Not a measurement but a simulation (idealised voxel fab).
Proc. module: voxel self aligned vias
The cross-section shown here is cut; it is 180 nm wide and divided into square cells measuring 5 nm on a side.
Heads up, the way a cross-section reads in here is a grid of square cells, handed over as bands from the top down, with every band being one or more rows of cells.
The entry gives the band's vertical extent as a top height and a bottom height in nm, then its horizontal make-up as materials from left to right, each with a width in nm. "empty" stands for empty space; a single material marked "everywhere" fills the band edge to edge.
Heights from 0 (as-received wafer is one material below). Bottom band endless downward, as "0..down".
You'd read "30 to 40" like this: the band's top row of cells is as wide as the first number, its bottom row is as wide as the second, and going down, every row changes width by the same amount as the row before did.
Any step labelled "changes: none" changed none of the cells in the cross-section.
The list in "Closed empty spaces" covers empty spaces of 8 cells or more that cannot reach the top through any open way, and it gives each as width x height at distance; the distance is from the left edge, and width, height and distance are in nm.
Text after the settings on a step's line: the simulator's own remark on that step.
overlay nm: step with mask; distance mask lay right of planned place; negative value = left of planned place.

Steps planned for the process
1,RECEIVE, material Si
2,CONFORMAL_DEP, material SiO2, thk nm 10
3,CONFORMAL_DEP, material SiCN, thk nm 5
4,DIRECTIONAL_DEP, material lowk, thk nm 25
5,DIRECTIONAL_DEP, material aC, thk nm 15
6,PATTERN, tone open, mask id LINES, material resist, width nm 30, pitch nm 55, thk nm 30, overlay nm 0
7,DIRECTIONAL_ETCH, etch materials aC, depth nm 15
8,STRIP, etch materials resist
9,DIRECTIONAL_ETCH, etch materials lowk, depth nm 25
10,STRIP, etch materials aC
11,CONFORMAL_DEP, material TiN, thk nm 5
12,FILL_DEP, material Ru, thk nm 5
13,CMP, height nm 40
14,SELECTIVE_ETCH, etch materials W Ru TiN, depth nm 10
15,FILL_DEP, material SiN, thk nm 5
16,CMP, height nm 40
17,DIRECTIONAL_DEP, material lowk, thk nm 20
18,DIRECTIONAL_DEP, material aC, thk nm 10
19,PATTERN, tone open, mask id VIAS, material resist, width nm 40, pitch nm 55, thk nm 30, overlay nm 0
20,DIRECTIONAL_ETCH, etch materials aC, depth nm 10
21,STRIP, etch materials resist
22,DIRECTIONAL_ETCH, etch materials lowk, depth nm 20
23,DIRECTIONAL_ETCH, etch materials SiN, depth nm 10
24,STRIP, etch materials aC
25,CONFORMAL_DEP, material TiN, thk nm 5
26,FILL_DEP, material Cu, thk nm 5
27,CMP, height nm 60
28,CONFORMAL_DEP, material SiCN, thk nm 5

So this is the incoming wafer in cross-section - it's already been through step 1
> 0..down | Si everywhere
> Closed empty spaces: none

This is how the wafer looks in cross-section once the module is done, given the starting state and plan above and one mistake in carrying the plan out
> 65..60 | SiCN everywhere
> 60..40 | lowk=40; TiN=5; Cu=30; TiN=5; lowk=15; TiN=5; Cu=30; TiN=5; lowk=45
> 40..35 | SiN=40; TiN=10; Cu=20; TiN=10; SiN=15; TiN=10; Cu=20; TiN=10; SiN=45
> 35..30 | lowk=45; TiN=30; lowk=25; TiN=30; lowk=50
> 30..15 | lowk=45; TiN=5; Ru=20; TiN=5; lowk=25; TiN=5; Ru=20; TiN=5; lowk=50
> 15..10 | lowk=45; TiN=30; lowk=25; TiN=30; lowk=50
> 10..0 | SiO2 everywhere
> 0..down | Si everywhere
> Closed empty spaces: none
Plan not followed: yeah, step 3 of the plan got skipped, never ran
